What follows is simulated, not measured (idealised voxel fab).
Herein follows the process module entitled voxel capacitor over wiring.
Section cut is 260 nm wide and gridded with 5 nm square cells.
A cross-section is a grid of square cells, given in bands from the top down. A band is one or more rows of cells. In this notation a band is specified by the heights of its top and bottom, in that order and in nm, after which its materials appear from left to right, each paired with its width in nm. The word "throughout" attached to a single material means that material fills the band from edge to edge; the word "air" stands for empty space. Zero point of the height axis is 0; under it, received wafer = one material. Lowest band: continues down indefinitely, "top 0, no bottom". Read "30..40" as a graded width: first number on top, second number at the bottom, same change between each pair of neighbouring rows. Given "nothing got changed" for a step, no cell of the cross-section differs between before and after that step. Reported under the label "Voids, fully enclosed" are the empty spaces having no open way to the top and comprising 8 cells or more; the notation for each is width x height at distance, in which the distance is measured from the left edge and all three values are in nm. Where a step's line continues beyond its settings, the continuation is a remark by the simulator itself on that step. "overlay nm" denotes, for a step that has a mask, the displacement of the mask to the right of its planned place, with negative values corresponding to the left.
SO HERE'S THE LINEUP OF PROCESS STEPS WE PLANNED
1) RECEIVE,material Si
2) CONFORMAL_DEP,material SiO2,thk nm 10
3) CONFORMAL_DEP,material SiN,thk nm 5
4) DIRECTIONAL_DEP,material lowk,thk nm 25
5) DIRECTIONAL_DEP,material aC,thk nm 15
6) PATTERN,tone open,mask id METAL_1,material resist,width nm 20,pitch nm 80,thk nm 30,overlay nm 0
7) DIRECTIONAL_ETCH,etch materials aC,depth nm 15
8) STRIP,etch materials resist
9) DIRECTIONAL_ETCH,etch materials lowk,depth nm 25
10) DIRECTIONAL_ETCH,etch materials SiN,depth nm 5
11) STRIP,etch materials aC
12) CONFORMAL_DEP,material TiN,thk nm 5
13) FILL_DEP,material Cu,thk nm 5
14) CMP,height nm 40
15) CONFORMAL_DEP,material SiCN,thk nm 5
16) DIRECTIONAL_DEP,material SiO2,thk nm 20
17) PATTERN,tone open,mask id PLUG_1,material resist,width nm 15,thk nm 20,overlay nm 0
18) DIRECTIONAL_ETCH,etch materials SiO2,depth nm 20
19) DIRECTIONAL_ETCH,etch materials SiCN,depth nm 5
20) STRIP,etch materials resist
21) EPI,material Ru,thk nm 10
22) EPI,material Ru,thk nm 10
23) EPI,material Ru,thk nm 5
24) DIRECTIONAL_DEP,material TiN,thk nm 5
25) DIRECTIONAL_DEP,material Al2O3,thk nm 5
26) DIRECTIONAL_DEP,material TiN,thk nm 5
27) PATTERN,tone cover,mask id UPPER_PLATE,material resist,width nm 65,thk nm 20,overlay nm 0
28) DIRECTIONAL_ETCH,etch materials TiN,depth nm 5
29) DIRECTIONAL_ETCH,etch materials Al2O3,depth nm 5
30) STRIP,etch materials resist
31) DIRECTIONAL_DEP,material aC,thk nm 10
32) PATTERN,tone cover,mask id LOWER_PLATE,material resist,width nm 75,thk nm 25,overlay nm 0
33) DIRECTIONAL_ETCH,etch materials aC,depth nm 10
34) STRIP,etch materials resist
35) DIRECTIONAL_ETCH,etch materials TiN,depth nm 5
36) STRIP,etch materials aC
37) FILL_DEP,material SiO2,thk nm 20
38) CMP,height nm 95
39) DIRECTIONAL_DEP,material aC,thk nm 15
40) PATTERN,tone open,mask id PLUG_2,material resist,width nm 15,thk nm 30,overlay nm 0
41) DIRECTIONAL_ETCH,etch materials aC,depth nm 15
42) STRIP,etch materials resist
43) DIRECTIONAL_ETCH,etch materials SiO2,depth nm 15
44) STRIP,etch materials aC
45) CONFORMAL_DEP,material TiN,thk nm 5
46) FILL_DEP,material Cu,thk nm 10
47) CMP,height nm 95
48) CONFORMAL_DEP,material SiN,thk nm 5
FIRST WAFER, AS PLANNED
AS RECEIVED (POST STEP 1): CROSS-SECTION
    top 0, no bottom | Si throughout
    Voids, fully enclosed: none
PRESENTED HERE IS A CROSS-SECTION OF THE WAFER AFTER STEP 2 HAS BEEN PERFORMED
    top 10, bottom 0 | SiO2 throughout
    Below 0, no change.
PRESENTED HERE IS A CROSS-SECTION OF THE WAFER AFTER STEP 3 HAS BEEN PERFORMED
    top 15, bottom 10 | SiN throughout
    Below 10, no change.
PRESENTED HERE IS A CROSS-SECTION OF THE WAFER AFTER STEP 4 HAS BEEN PERFORMED
    top 40, bottom 15 | lowk throughout
    Below 15, no change.
PRESENTED HERE IS A CROSS-SECTION OF THE WAFER AFTER STEP 5 HAS BEEN PERFORMED
    top 55, bottom 40 | aC throughout
    Below 40, no change.
PRESENTED HERE IS A CROSS-SECTION OF THE WAFER AFTER STEP 6 HAS BEEN PERFORMED
    top 85, bottom 55 | resist 80, air 20, resist 60, air 20, resist 80
    Below 55, no change.
PRESENTED HERE IS A CROSS-SECTION OF THE WAFER AFTER STEP 7 HAS BEEN PERFORMED
    top 70, bottom 55 | resist 80, air 20, resist 60, air 20, resist 80
    top 55, bottom 40 | aC 80, air 20, aC 60, air 20, aC 80
    Below 40, no change.
PRESENTED HERE IS A CROSS-SECTION OF THE WAFER AFTER STEP 8 HAS BEEN PERFORMED
    top 55, bottom 40 | aC 80, air 20, aC 60, air 20, aC 80
    Below 40, no change.
PRESENTED HERE IS A CROSS-SECTION OF THE WAFER AFTER STEP 9 HAS BEEN PERFORMED
    top 55, bottom 40 | aC 80, air 20, aC 60, air 20, aC 80
    top 40, bottom 15 | lowk 80, air 20, lowk 60, air 20, lowk 80
    Below 15, no change.
PRESENTED HERE IS A CROSS-SECTION OF THE WAFER AFTER STEP 10 HAS BEEN PERFORMED
    top 55, bottom 40 | aC 80, air 20, aC 60, air 20, aC 80
    top 40, bottom 15 | lowk 80, air 20, lowk 60, air 20, lowk 80
    top 15, bottom 10 | SiN 80, air 20, SiN 60, air 20, SiN 80
    Below 10, no change.
PRESENTED HERE IS A CROSS-SECTION OF THE WAFER AFTER STEP 11 HAS BEEN PERFORMED
    top 40, bottom 15 | lowk 80, air 20, lowk 60, air 20, lowk 80
    Below 15, no change.
PRESENTED HERE IS A CROSS-SECTION OF THE WAFER AFTER STEP 12 HAS BEEN PERFORMED
    top 45, bottom 40 | TiN 85, air 10, TiN 70, air 10, TiN 85
    top 40, bottom 15 | lowk 80, TiN 5, air 10, TiN 5, lowk 60, TiN 5, air 10, TiN 5, lowk 80
    top 15, bottom 10 | SiN 80, TiN 20, SiN 60, TiN 20, SiN 80
    Below 10, no change.
PRESENTED HERE IS A CROSS-SECTION OF THE WAFER AFTER STEP 13 HAS BEEN PERFORMED
    top 50, bottom 45 | Cu throughout
    top 45, bottom 40 | TiN 85, Cu 10, TiN 70, Cu 10, TiN 85
    top 40, bottom 15 | lowk 80, TiN 5, Cu 10, TiN 5, lowk 60, TiN 5, Cu 10, TiN 5, lowk 80
    Below 15, no change.
PRESENTED HERE IS A CROSS-SECTION OF THE WAFER AFTER STEP 14 HAS BEEN PERFORMED
    top 40, bottom 15 | lowk 80, TiN 5, Cu 10, TiN 5, lowk 60, TiN 5, Cu 10, TiN 5, lowk 80
    Below 15, no change.
PRESENTED HERE IS A CROSS-SECTION OF THE WAFER AFTER STEP 15 HAS BEEN PERFORMED
    top 45, bottom 40 | SiCN throughout
    Below 40, no change.
PRESENTED HERE IS A CROSS-SECTION OF THE WAFER AFTER STEP 16 HAS BEEN PERFORMED
    top 65, bottom 45 | SiO2 throughout
    Below 45, no change.
PRESENTED HERE IS A CROSS-SECTION OF THE WAFER AFTER STEP 17 HAS BEEN PERFORMED
    top 85, bottom 65 | resist 85, air 15, resist 160
    Below 65, no change.
PRESENTED HERE IS A CROSS-SECTION OF THE WAFER AFTER STEP 18 HAS BEEN PERFORMED
    top 85, bottom 65 | resist 85, air 15, resist 160
    top 65, bottom 45 | SiO2 85, air 15, SiO2 160
    Below 45, no change.
PRESENTED HERE IS A CROSS-SECTION OF THE WAFER AFTER STEP 19 HAS BEEN PERFORMED
    top 85, bottom 65 | resist 85, air 15, resist 160
    top 65, bottom 45 | SiO2 85, air 15, SiO2 160
    top 45, bottom 40 | SiCN 85, air 15, SiCN 160
    Below 40, no change.
PRESENTED HERE IS A CROSS-SECTION OF THE WAFER AFTER STEP 20 HAS BEEN PERFORMED
    top 65, bottom 45 | SiO2 85, air 15, SiO2 160
    Below 45, no change.
PRESENTED HERE IS A CROSS-SECTION OF THE WAFER AFTER STEP 21 HAS BEEN PERFORMED
    top 65, bottom 50 | SiO2 85, air 15, SiO2 160
    top 50, bottom 45 | SiO2 85, Ru 15, SiO2 160
    top 45, bottom 40 | SiCN 85, Ru 15, SiCN 160
    Below 40, no change.
PRESENTED HERE IS A CROSS-SECTION OF THE WAFER AFTER STEP 22 HAS BEEN PERFORMED
    top 65, bottom 60 | SiO2 85, air 15, SiO2 160
    top 60, bottom 45 | SiO2 85, Ru 15, SiO2 160
    Below 45, no change.
PRESENTED HERE IS A CROSS-SECTION OF THE WAFER AFTER STEP 23 HAS BEEN PERFORMED
    top 65, bottom 45 | SiO2 85, Ru 15, SiO2 160
    Below 45, no change.
PRESENTED HERE IS A CROSS-SECTION OF THE WAFER AFTER STEP 24 HAS BEEN PERFORMED
    top 70, bottom 65 | TiN throughout
    Below 65, no change.
PRESENTED HERE IS A CROSS-SECTION OF THE WAFER AFTER STEP 25 HAS BEEN PERFORMED
    top 75, bottom 70 | Al2O3 throughout
    Below 70, no change.
PRESENTED HERE IS A CROSS-SECTION OF THE WAFER AFTER STEP 26 HAS BEEN PERFORMED
    top 80, bottom 75 | TiN throughout
    Below 75, no change.
PRESENTED HERE IS A CROSS-SECTION OF THE WAFER AFTER STEP 27 HAS BEEN PERFORMED
    top 100, bottom 80 | air 85, resist 65, air 110
    Below 80, no change.
PRESENTED HERE IS A CROSS-SECTION OF THE WAFER AFTER STEP 28 HAS BEEN PERFORMED
    top 100, bottom 80 | air 85, resist 65, air 110
    top 80, bottom 75 | air 85, TiN 65, air 110
    Below 75, no change.
PRESENTED HERE IS A CROSS-SECTION OF THE WAFER AFTER STEP 29 HAS BEEN PERFORMED
    top 100, bottom 80 | air 85, resist 65, air 110
    top 80, bottom 75 | air 85, TiN 65, air 110
    top 75, bottom 70 | air 85, Al2O3 65, air 110
    Below 70, no change.
PRESENTED HERE IS A CROSS-SECTION OF THE WAFER AFTER STEP 30 HAS BEEN PERFORMED
    top 80, bottom 75 | air 85, TiN 65, air 110
    Below 75, no change.
PRESENTED HERE IS A CROSS-SECTION OF THE WAFER AFTER STEP 31 HAS BEEN PERFORMED
    top 90, bottom 80 | air 85, aC 65, air 110
    top 80, bottom 75 | aC 85, TiN 65, aC 110
    top 75, bottom 70 | aC 85, Al2O3 65, aC 110
    Below 70, no change.
PRESENTED HERE IS A CROSS-SECTION OF THE WAFER AFTER STEP 32 HAS BEEN PERFORMED
    top 115, bottom 90 | air 80, resist 75, air 105
    top 90, bottom 80 | air 80, resist 5, aC 65, resist 5, air 105
    Below 80, no change.
PRESENTED HERE IS A CROSS-SECTION OF THE WAFER AFTER STEP 33 HAS BEEN PERFORMED
    top 105, bottom 90 | air 80, resist 75, air 105
    top 90, bottom 80 | air 80, resist 5, aC 65, resist 5, air 105
    top 80, bottom 75 | air 80, aC 5, TiN 65, aC 5, air 105
    top 75, bottom 70 | air 80, aC 5, Al2O3 65, aC 5, air 105
    Below 70, no change.
PRESENTED HERE IS A CROSS-SECTION OF THE WAFER AFTER STEP 34 HAS BEEN PERFORMED
    top 90, bottom 80 | air 85, aC 65, air 110
    Below 80, no change.
PRESENTED HERE IS A CROSS-SECTION OF THE WAFER AFTER STEP 35 HAS BEEN PERFORMED
    top 90, bottom 80 | air 85, aC 65, air 110
    top 80, bottom 75 | air 80, aC 5, TiN 65, aC 5, air 105
    top 75, bottom 70 | air 80, aC 5, Al2O3 65, aC 5, air 105
    top 70, bottom 65 | air 80, TiN 75, air 105
    Below 65, no change.
PRESENTED HERE IS A CROSS-SECTION OF THE WAFER AFTER STEP 36 HAS BEEN PERFORMED
    top 80, bottom 75 | air 85, TiN 65, air 110
    top 75, bottom 70 | air 85, Al2O3 65, air 110
    Below 70, no change.
PRESENTED HERE IS A CROSS-SECTION OF THE WAFER AFTER STEP 37 HAS BEEN PERFORMED
    top 100, bottom 80 | SiO2 throughout
    top 80, bottom 75 | SiO2 85, TiN 65, SiO2 110
    top 75, bottom 70 | SiO2 85, Al2O3 65, SiO2 110
    top 70, bottom 65 | SiO2 80, TiN 75, SiO2 105
    Below 65, no change.
PRESENTED HERE IS A CROSS-SECTION OF THE WAFER AFTER STEP 38 HAS BEEN PERFORMED
    top 95, bottom 80 | SiO2 throughout
    Below 80, no change.
PRESENTED HERE IS A CROSS-SECTION OF THE WAFER AFTER STEP 39 HAS BEEN PERFORMED
    top 110, bottom 95 | aC throughout
    Below 95, no change.
PRESENTED HERE IS A CROSS-SECTION OF THE WAFER AFTER STEP 40 HAS BEEN PERFORMED
    top 140, bottom 110 | resist 95, air 15, resist 150
    Below 110, no change.
PRESENTED HERE IS A CROSS-SECTION OF THE WAFER AFTER STEP 41 HAS BEEN PERFORMED
    top 125, bottom 110 | resist 95, air 15, resist 150
    top 110, bottom 95 | aC 95, air 15, aC 150
    Below 95, no change.
PRESENTED HERE IS A CROSS-SECTION OF THE WAFER AFTER STEP 42 HAS BEEN PERFORMED
    top 110, bottom 95 | aC 95, air 15, aC 150
    Below 95, no change.
PRESENTED HERE IS A CROSS-SECTION OF THE WAFER AFTER STEP 43 HAS BEEN PERFORMED
    top 110, bottom 95 | aC 95, air 15, aC 150
    top 95, bottom 80 | SiO2 95, air 15, SiO2 150
    Below 80, no change.
PRESENTED HERE IS A CROSS-SECTION OF THE WAFER AFTER STEP 44 HAS BEEN PERFORMED
    top 95, bottom 80 | SiO2 95, air 15, SiO2 150
    Below 80, no change.
PRESENTED HERE IS A CROSS-SECTION OF THE WAFER AFTER STEP 45 HAS BEEN PERFORMED
    top 100, bottom 95 | TiN 100, air 5, TiN 155
    top 95, bottom 85 | SiO2 95, TiN 5, air 5, TiN 5, SiO2 150
    top 85, bottom 75 | SiO2 95..85, TiN 15..65, SiO2 150..110
    Below 75, no change.
PRESENTED HERE IS A CROSS-SECTION OF THE WAFER AFTER STEP 46 HAS BEEN PERFORMED
    top 110, bottom 100 | Cu throughout
    top 100, bottom 95 | TiN 100, Cu 5, TiN 155
    top 95, bottom 85 | SiO2 95, TiN 5, Cu 5, TiN 5, SiO2 150
    Below 85, no change.
PRESENTED HERE IS A CROSS-SECTION OF THE WAFER AFTER STEP 47 HAS BEEN PERFORMED
    top 95, bottom 85 | SiO2 95, TiN 5, Cu 5, TiN 5, SiO2 150
    Below 85, no change.
PRESENTED HERE IS A CROSS-SECTION OF THE WAFER AFTER STEP 48 HAS BEEN PERFORMED
    top 100, bottom 95 | SiN throughout
    Below 95, no change.
WAFER TWO. SAME START, SAME PLAN, ONE SLIP IN EXECUTION. SAME AS WAFER ONE THROUGH STEP 22, INCLUSIVE
SECOND WAFER, SECTION VIEW, TIME POINT: SCHEDULED END OF STEP 23
    top 70, bottom 65 | TiN 85, air 15, TiN 160
    top 65, bottom 60 | SiO2 85, TiN 15, SiO2 160
    Below 60, no change.
SECOND WAFER, SECTION VIEW, TIME POINT: SCHEDULED END OF STEP 24
    top 75, bottom 70 | Ru 90, air 5, Ru 165
    top 70, bottom 65 | TiN 85, Ru 15, TiN 160
    Below 65, no change.
SECOND WAFER, SECTION VIEW, TIME POINT: SCHEDULED END OF STEP 25
    top 80, bottom 75 | Al2O3 90, air 5, Al2O3 165
    top 75, bottom 70 | Ru 90, Al2O3 5, Ru 165
    Below 70, no change.
SECOND WAFER, SECTION VIEW, TIME POINT: SCHEDULED END OF STEP 26
    top 85, bottom 80 | TiN 90, air 5, TiN 165
    top 80, bottom 75 | Al2O3 90, TiN 5, Al2O3 165
    Below 75, no change.
SECOND WAFER, SECTION VIEW, TIME POINT: SCHEDULED END OF STEP 27
    top 105, bottom 85 | air 85, resist 65, air 110
    top 85, bottom 80 | TiN 90, resist 5, TiN 165
    Below 80, no change.
SECOND WAFER, SECTION VIEW, TIME POINT: SCHEDULED END OF STEP 28
    top 105, bottom 85 | air 85, resist 65, air 110
    top 85, bottom 80 | air 85, TiN 5, resist 5, TiN 55, air 110
    Below 80, no change.
SECOND WAFER, SECTION VIEW, TIME POINT: SCHEDULED END OF STEP 29
    top 105, bottom 85 | air 85, resist 65, air 110
    top 85, bottom 80 | air 85, TiN 5, resist 5, TiN 55, air 110
    top 80, bottom 75 | air 85, Al2O3 5, TiN 5, Al2O3 55, air 110
    Below 75, no change.
SECOND WAFER, SECTION VIEW, TIME POINT: SCHEDULED END OF STEP 30
    top 85, bottom 80 | air 85, TiN 5, air 5, TiN 55, air 110
    Below 80, no change.
SECOND WAFER, SECTION VIEW, TIME POINT: SCHEDULED END OF STEP 31
    top 95, bottom 90 | air 85, aC 5, air 5, aC 55, air 110
    top 90, bottom 85 | air 85, aC 65, air 110
    top 85, bottom 80 | aC 85, TiN 5, aC 5, TiN 55, aC 110
    top 80, bottom 75 | aC 85, Al2O3 5, TiN 5, Al2O3 55, aC 110
    Below 75, no change.
SECOND WAFER, SECTION VIEW, TIME POINT: SCHEDULED END OF STEP 32
    top 120, bottom 95 | air 80, resist 75, air 105
    top 95, bottom 90 | air 80, resist 5, aC 5, resist 5, aC 55, resist 5, air 105
    top 90, bottom 85 | air 80, resist 5, aC 65, resist 5, air 105
    Below 85, no change.
SECOND WAFER, SECTION VIEW, TIME POINT: SCHEDULED END OF STEP 33
    top 110, bottom 95 | air 80, resist 75, air 105
    top 95, bottom 90 | air 80, resist 5, aC 5, resist 5, aC 55, resist 5, air 105
    top 90, bottom 85 | air 80, resist 5, aC 65, resist 5, air 105
    top 85, bottom 80 | air 80, aC 5, TiN 5, aC 5, TiN 55, aC 5, air 105
    top 80, bottom 75 | air 80, aC 5, Al2O3 5, TiN 5, Al2O3 55, aC 5, air 105
    Below 75, no change.
SECOND WAFER, SECTION VIEW, TIME POINT: SCHEDULED END OF STEP 34
    top 95, bottom 90 | air 85, aC 5, air 5, aC 55, air 110
    top 90, bottom 85 | air 85, aC 65, air 110
    Below 85, no change.
Second wafer, section view, time point: scheduled end of step 35: nothing got changed
SECOND WAFER, SECTION VIEW, TIME POINT: SCHEDULED END OF STEP 36
    top 85, bottom 80 | air 85, TiN 5, air 5, TiN 55, air 110
    top 80, bottom 75 | air 85, Al2O3 5, TiN 5, Al2O3 55, air 110
    Below 75, no change.
SECOND WAFER, SECTION VIEW, TIME POINT: SCHEDULED END OF STEP 37
    top 105, bottom 85 | SiO2 throughout
    top 85, bottom 80 | SiO2 85, TiN 5, SiO2 5, TiN 55, SiO2 110
    top 80, bottom 75 | SiO2 85, Al2O3 5, TiN 5, Al2O3 55, SiO2 110
    Below 75, no change.
SECOND WAFER, SECTION VIEW, TIME POINT: SCHEDULED END OF STEP 38
    top 95, bottom 85 | SiO2 throughout
    Below 85, no change.
SECOND WAFER, SECTION VIEW, TIME POINT: SCHEDULED END OF STEP 39
    top 110, bottom 95 | aC throughout
    Below 95, no change.
SECOND WAFER, SECTION VIEW, TIME POINT: SCHEDULED END OF STEP 40
    top 140, bottom 110 | resist 95, air 15, resist 150
    Below 110, no change.
SECOND WAFER, SECTION VIEW, TIME POINT: SCHEDULED END OF STEP 41
    top 125, bottom 110 | resist 95, air 15, resist 150
    top 110, bottom 95 | aC 95, air 15, aC 150
    Below 95, no change.
SECOND WAFER, SECTION VIEW, TIME POINT: SCHEDULED END OF STEP 42
    top 110, bottom 95 | aC 95, air 15, aC 150
    Below 95, no change.
SECOND WAFER, SECTION VIEW, TIME POINT: SCHEDULED END OF STEP 43
    top 110, bottom 95 | aC 95, air 15, aC 150
    top 95, bottom 85 | SiO2 95, air 15, SiO2 150
    Below 85, no change.
SECOND WAFER, SECTION VIEW, TIME POINT: SCHEDULED END OF STEP 44
    top 95, bottom 85 | SiO2 95, air 15, SiO2 150
    Below 85, no change.
SECOND WAFER, SECTION VIEW, TIME POINT: SCHEDULED END OF STEP 45
    top 100, bottom 95 | TiN 100, air 5, TiN 155
    top 95, bottom 90 | SiO2 95, TiN 5, air 5, TiN 5, SiO2 150
    top 90, bottom 85 | SiO2 95, TiN 15, SiO2 150
    Below 85, no change.
SECOND WAFER, SECTION VIEW, TIME POINT: SCHEDULED END OF STEP 46
    top 110, bottom 100 | Cu throughout
    top 100, bottom 95 | TiN 100, Cu 5, TiN 155
    top 95, bottom 90 | SiO2 95, TiN 5, Cu 5, TiN 5, SiO2 150
    Below 90, no change.
SECOND WAFER, SECTION VIEW, TIME POINT: SCHEDULED END OF STEP 47
    top 95, bottom 90 | SiO2 95, TiN 5, Cu 5, TiN 5, SiO2 150
    Below 90, no change.
SECOND WAFER, SECTION VIEW, TIME POINT: SCHEDULED END OF STEP 48
    top 100, bottom 95 | SiN throughout
    Below 95, no change.
Error vs. plan: it was found that steps 23 and 24 of the process plan had been performed in exchanged positions
Upon completion, the second wafer contains, in terms of cells, a greater or smaller amount of certain materials than the first wafer: Cu -1; Ru +51; SiO2 -85; TiN +35
